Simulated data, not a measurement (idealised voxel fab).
The following process module bears the name voxel self aligned vias.
Pictured: cross-section cut, 140 nm wide, on a grid of 5 nm square cells.
Cross-sections here: square-cell grids, written as top-down lists of bands, a band being one or more rows of cells. Look at the band entry: it leads with the top's height and the bottom's height in nm. Then it lists the materials left to right, with a width in nm for each. The word "all across" on a single material says that material fills the band edge to edge. The word "blank" is empty space. Heights are reckoned from 0. Under this level, the received wafer is all of one material. The bottommost band is open-ended downward, for example "top 0, no bottom". Graded width ("30..40"): value in top row of band = first number; value in bottom row = second number; row-to-row change constant. When a step is marked "no change occurred", none of the cells in the cross-section changed during that step. "Closed void list": sealed empty spaces, 8 cells or more, no open way to top, listed width x height at distance, with distance from the left edge and width, height and distance in nm. Where a step's line continues beyond its settings, the continuation is a remark by the simulator itself on that step. overlay nm: how far to the right of its planned place the mask lay on this masked step (negative: to the left).

**The process steps that were planned are listed below**
1) op RECEIVE | material Si
2) op CONFORMAL_DEP | material SiO2 | thk nm 10
3) op CONFORMAL_DEP | material SiCN | thk nm 5
4) op DIRECTIONAL_DEP | material lowk | thk nm 20
5) op MASKED_ETCH | tone open | mask id LINES | width nm 30 | pitch nm 70 | etch materials lowk | depth nm 20 | overlay nm 0
6) op CONFORMAL_DEP | material TiN | thk nm 5
7) op FILL_DEP | material Ru | thk nm 5
8) op CMP | height nm 35
9) op SELECTIVE_ETCH | etch materials W Ru TiN | depth nm 5
10) op FILL_DEP | material SiN | thk nm 10
11) op CMP | height nm 35
12) op DIRECTIONAL_DEP | material lowk | thk nm 20
13) op PATTERN | tone open | mask id VIAS | material resist | width nm 40 | thk nm 20 | overlay nm 0
14) op DIRECTIONAL_ETCH | etch materials lowk | depth nm 20
15) op DIRECTIONAL_ETCH | etch materials SiN | depth nm 5
16) op STRIP | etch materials resist
17) op CONFORMAL_DEP | material TiN | thk nm 5
18) op FILL_DEP | material Cu | thk nm 10
19) op CMP | height nm 55
20) op CONFORMAL_DEP | material SiCN | thk nm 5

**Received-state cross-section, reflecting completion of step 1**
* top 0, no bottom  Si all across
* Closed void list: none

**Here's the cross-section of the first of our two wafers at the end of the module - it ran as planned**
* top 60, bottom 55  SiCN all across
* top 55, bottom 40  lowk=15 | TiN=5 | Cu=30 | TiN=5 | lowk=85
* top 40, bottom 35  lowk=15 | TiN=10 | Cu=20 | TiN=10 | lowk=85
* top 35, bottom 30  lowk=20 | TiN=30 | lowk=40 | SiN=30 | lowk=20
* top 30, bottom 20  lowk=20 | TiN=5 | Ru=20 | TiN=5 | lowk=40 | TiN=5 | Ru=20 | TiN=5 | lowk=20
* top 20, bottom 15  lowk=20 | TiN=30 | lowk=40 | TiN=30 | lowk=20
* top 15, bottom 10  SiCN all across
* top 10, bottom 0  SiO2 all across
* top 0, no bottom  Si all across
* Closed void list: none

**Presented here is a cross-section of the second of the two wafers as it stood at the end of the module. It was started in the same manner and assigned the same plan as the first wafer; however, one mistake was made in its execution**
* top 60, bottom 55  SiCN all across
* top 55, bottom 35  lowk=15 | TiN=5 | Cu=30 | TiN=5 | lowk=85
* top 35, bottom 30  lowk=15 | TiN=40 | lowk=30 | SiN=40 | lowk=15
* top 30, bottom 20  lowk=15 | TiN=5 | Ru=30 | TiN=5 | lowk=30 | TiN=5 | Ru=30 | TiN=5 | lowk=15
* top 20, bottom 15  lowk=15 | TiN=40 | lowk=30 | TiN=40 | lowk=15
* top 15, bottom 10  SiCN all across
* top 10, bottom 0  SiO2 all across
* top 0, no bottom  Si all across
* Closed void list: none
Error vs. plan: rather than as planned, step 5 actually ran as op MASKED_ETCH | tone open | mask id LINES | width nm 40 | pitch nm 70 | etch materials lowk | depth nm 20 | overlay nm 0
Cell-count delta at end, second wafer over first, by material: +2 Cu; +8 Ru; +2 SiN; +4 TiN; -16 lowk
